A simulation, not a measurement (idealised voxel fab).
process module | voxel transistor to metal
Section shown: cut. Width: 285 nm. Cell size: 5 nm, square.
A cross-section is written here as square cells arranged in a grid, and it is given in bands from the top down, each band taking up one or more rows of cells. Top height, bottom height, nm. Materials left to right, width each, nm. Single material + "edge to edge" = fills band edge to edge. "empty" = empty. Below 0: as-received wafer, all one material; heights counted from there. Lowest band: no bottom, goes on down, written "0 down". Graded width ("30..40"): value in top row of band = first number; value in bottom row = second number; row-to-row change constant. Take "all unchanged" at face value: in the step it is given for, the cross-section changed in none of its cells. Under "Trapped cavities" you'll find the enclosed gaps, the ones with no way out to the top, that are 8 cells or bigger; each reads width x height at distance, with distance counted from the left edge, everything in nm. Where a step's line continues beyond its settings, the continuation is a remark by the simulator itself on that step. What "overlay nm" on a step's line means: if the step has a mask, that mask lay this far to the right of its planned place, or, when the value is negative, to the left.

Plan:
step 1: RECEIVE [material Si]
step 2: CONFORMAL_DEP [material SiO2] [thk nm 5]
step 3: CONFORMAL_DEP [material SiN] [thk nm 15]
step 4: PATTERN [tone cover] [mask id ACTIVE] [material resist] [width nm 110] [pitch nm 140] [thk nm 15] [overlay nm 0]
step 5: DIRECTIONAL_ETCH [etch materials SiN] [depth nm 15]
step 6: DIRECTIONAL_ETCH [etch materials SiO2] [depth nm 5]
step 7: DIRECTIONAL_ETCH [etch materials Si] [depth nm 25]
step 8: STRIP [etch materials resist]
step 9: FILL_DEP [material SiO2] [thk nm 15]
step 10: CMP [height nm 20]
step 11: SELECTIVE_ETCH [etch materials SiO2] [depth nm 10]
step 12: STRIP [etch materials SiN]
step 13: SELECTIVE_ETCH [etch materials SiO2] [depth nm 5]
step 14: OXIDIZE [depth nm 5]
step 15: DIRECTIONAL_DEP [material polySi] [thk nm 20]
step 16: DIRECTIONAL_DEP [material SiCN] [thk nm 15]
step 17: MASKED_ETCH [tone cover] [mask id GATE] [width nm 20] [pitch nm 140] [etch materials SiCN] [depth nm 25] [overlay nm 0]
step 18: MASKED_ETCH [tone cover] [mask id GATE] [width nm 20] [pitch nm 140] [etch materials polySi] [depth nm 30] [overlay nm 0]
step 19: CONFORMAL_DEP [material SiN] [thk nm 10]
step 20: DIRECTIONAL_ETCH [etch materials SiN] [depth nm 10]
step 21: DIRECTIONAL_ETCH [etch materials SiO2] [depth nm 5]
step 22: DIRECTIONAL_ETCH [etch materials Si] [depth nm 5]
step 23: EPI [material nSi] [thk nm 10]
step 24: FILL_DEP [material SiO2] [thk nm 5]
step 25: CMP [height nm 35]
step 26: DIRECTIONAL_DEP [material SiO2] [thk nm 15]
step 27: DIRECTIONAL_DEP [material aC] [thk nm 15]
step 28: PATTERN [tone open] [mask id CONTACT] [material resist] [width nm 20] [pitch nm 70] [thk nm 30] [overlay nm 0]
step 29: DIRECTIONAL_ETCH [etch materials aC] [depth nm 15]
step 30: STRIP [etch materials resist]
step 31: DIRECTIONAL_ETCH [etch materials SiO2] [depth nm 50]
step 32: STRIP [etch materials aC]
step 33: CONFORMAL_DEP [material TiN] [thk nm 5]
step 34: FILL_DEP [material Ru] [thk nm 5]
step 35: CMP [height nm 50]
step 36: DIRECTIONAL_DEP [material TiN] [thk nm 5]
step 37: DIRECTIONAL_DEP [material W] [thk nm 25]
step 38: PATTERN [tone cover] [mask id METAL_1] [material resist] [width nm 20] [pitch nm 70] [thk nm 20] [overlay nm 0]
step 39: DIRECTIONAL_ETCH [etch materials W] [depth nm 25]
step 40: DIRECTIONAL_ETCH [etch materials TiN] [depth nm 5]
step 41: STRIP [etch materials resist]
step 42: CONFORMAL_DEP [material SiN] [thk nm 5]
step 43: FILL_DEP [material lowk] [thk nm 5]
step 44: CMP [height nm 70]
step 45: CONFORMAL_DEP [material SiCN] [thk nm 5]
Keep in mind the plan's value for the height nm of step 44 comes from the first wafer; the wafers don't share that setting, but they do share the same starting point.

Received wafers, first of several: cross-section after step 1:
    0 down: Si edge to edge
    Trapped cavities: none

Once step 45, the last step, is complete, the module is at its end; this is the cross-section of the first of several wafers:
    75 to 70: SiCN edge to edge
    70 to 55: lowk=20; SiN=5; W=20; SiN=5; lowk=40; SiN=5; W=20; SiN=5; lowk=40; SiN=5; W=20; SiN=5; lowk=40; SiN=5; W=20; SiN=5; lowk=25
    55 to 50: SiN=25; TiN=20; SiN=50; TiN=20; SiN=50; TiN=20; SiN=50; TiN=20; SiN=30
    50 to 35: SiO2=25; TiN=5; Ru=10; TiN=5; SiO2=50; TiN=5; Ru=10; TiN=5; SiO2=50; TiN=5; Ru=10; TiN=5; SiO2=50; TiN=5; Ru=10; TiN=5; SiO2=30
    35 to 20: SiO2=25; TiN=5; Ru=10; TiN=5; SiO2=5; SiN=10; SiCN=20; SiN=10; SiO2=5; TiN=5; Ru=10; TiN=5; SiO2=50; TiN=5; Ru=10; TiN=5; SiO2=5; SiN=10; SiCN=20; SiN=10; SiO2=5; TiN=5; Ru=10; TiN=5; SiO2=30
    20 to 10: SiO2=25; TiN=5; Ru=10; TiN=5; SiO2=5; SiN=10; polySi=20; SiN=10; SiO2=5; TiN=5; Ru=10; TiN=5; SiO2=50; TiN=5; Ru=10; TiN=5; SiO2=5; SiN=10; polySi=20; SiN=10; SiO2=5; TiN=5; Ru=10; TiN=5; SiO2=30
    10 to 5: SiO2=25; TiN=20; SiO2=5; SiN=10; polySi=20; SiN=10; SiO2=5; TiN=20; SiO2=50; TiN=20; SiO2=5; SiN=10; polySi=20; SiN=10; SiO2=5; TiN=20; SiO2=30
    5 to 0: SiO2=10; SiN=10; nSi=10; TiN=10; nSi=10; SiN=10; polySi=20; SiN=10; nSi=10; TiN=10; nSi=10; SiN=10; SiO2=20; SiN=10; nSi=10; TiN=10; nSi=10; SiN=10; polySi=20; SiN=10; nSi=10; TiN=10; nSi=10; SiN=10; SiO2=15
    0 to -5: SiO2=20; nSi=30; SiO2=40; nSi=30; SiO2=40; nSi=30; SiO2=40; nSi=30; SiO2=25
    -5 to -10: SiO2=15; Si=5; nSi=30; Si=40; nSi=30; Si=5; SiO2=30; Si=5; nSi=30; Si=40; nSi=30; Si=5; SiO2=20
    -10 to -25: SiO2=15; Si=110; SiO2=30; Si=110; SiO2=20
    -25 down: Si edge to edge
    Trapped cavities: none

Cross-section of the last wafer at end of module:
    95 to 90: SiCN edge to edge
    90 to 85: lowk edge to edge
    85 to 80: lowk=20; SiN=30; lowk=40; SiN=30; lowk=40; SiN=30; lowk=40; SiN=30; lowk=25
    80 to 55: lowk=20; SiN=5; W=20; SiN=5; lowk=40; SiN=5; W=20; SiN=5; lowk=40; SiN=5; W=20; SiN=5; lowk=40; SiN=5; W=20; SiN=5; lowk=25
    55 to 50: SiN=25; TiN=20; SiN=50; TiN=20; SiN=50; TiN=20; SiN=50; TiN=20; SiN=30
    50 to 35: SiO2=25; TiN=5; Ru=10; TiN=5; SiO2=50; TiN=5; Ru=10; TiN=5; SiO2=50; TiN=5; Ru=10; TiN=5; SiO2=50; TiN=5; Ru=10; TiN=5; SiO2=30
    35 to 20: SiO2=25; TiN=5; Ru=10; TiN=5; SiO2=5; SiN=10; SiCN=20; SiN=10; SiO2=5; TiN=5; Ru=10; TiN=5; SiO2=50; TiN=5; Ru=10; TiN=5; SiO2=5; SiN=10; SiCN=20; SiN=10; SiO2=5; TiN=5; Ru=10; TiN=5; SiO2=30
    20 to 10: SiO2=25; TiN=5; Ru=10; TiN=5; SiO2=5; SiN=10; polySi=20; SiN=10; SiO2=5; TiN=5; Ru=10; TiN=5; SiO2=50; TiN=5; Ru=10; TiN=5; SiO2=5; SiN=10; polySi=20; SiN=10; SiO2=5; TiN=5; Ru=10; TiN=5; SiO2=30
    10 to 5: SiO2=25; TiN=20; SiO2=5; SiN=10; polySi=20; SiN=10; SiO2=5; TiN=20; SiO2=50; TiN=20; SiO2=5; SiN=10; polySi=20; SiN=10; SiO2=5; TiN=20; SiO2=30
    5 to 0: SiO2=10; SiN=10; nSi=10; TiN=10; nSi=10; SiN=10; polySi=20; SiN=10; nSi=10; TiN=10; nSi=10; SiN=10; SiO2=20; SiN=10; nSi=10; TiN=10; nSi=10; SiN=10; polySi=20; SiN=10; nSi=10; TiN=10; nSi=10; SiN=10; SiO2=15
    0 to -5: SiO2=20; nSi=30; SiO2=40; nSi=30; SiO2=40; nSi=30; SiO2=40; nSi=30; SiO2=25
    -5 to -10: SiO2=15; Si=5; nSi=30; Si=40; nSi=30; Si=5; SiO2=30; Si=5; nSi=30; Si=40; nSi=30; Si=5; SiO2=20
    -10 to -25: SiO2=15; Si=110; SiO2=30; Si=110; SiO2=20
    -25 down: Si edge to edge
    Trapped cavities: none

Per wafer (row), end of module: delta in cells per material since receipt, (+) for gained, (-) for lost; closed voids after that:
height nm 70; +64 Ru; -133 Si; +81 SiCN; +129 SiN; +367 SiO2; +104 TiN; +48 W; +99 lowk; +64 nSi; +32 polySi; Trapped cavities: none
height nm 75; +64 Ru; -133 Si; +81 SiCN; +137 SiN; +367 SiO2; +104 TiN; +64 W; +132 lowk; +64 nSi; +32 polySi; Trapped cavities: none
height nm 80; +64 Ru; -133 Si; +81 SiCN; +145 SiN; +367 SiO2; +104 TiN; +80 W; +165 lowk; +64 nSi; +32 polySi; Trapped cavities: none
height nm 85; +64 Ru; -133 Si; +81 SiCN; +169 SiN; +367 SiO2; +104 TiN; +80 W; +198 lowk; +64 nSi; +32 polySi; Trapped cavities: none
height nm 90; +64 Ru; -133 Si; +81 SiCN; +169 SiN; +367 SiO2; +104 TiN; +80 W; +255 lowk; +64 nSi; +32 polySi; Trapped cavities: none
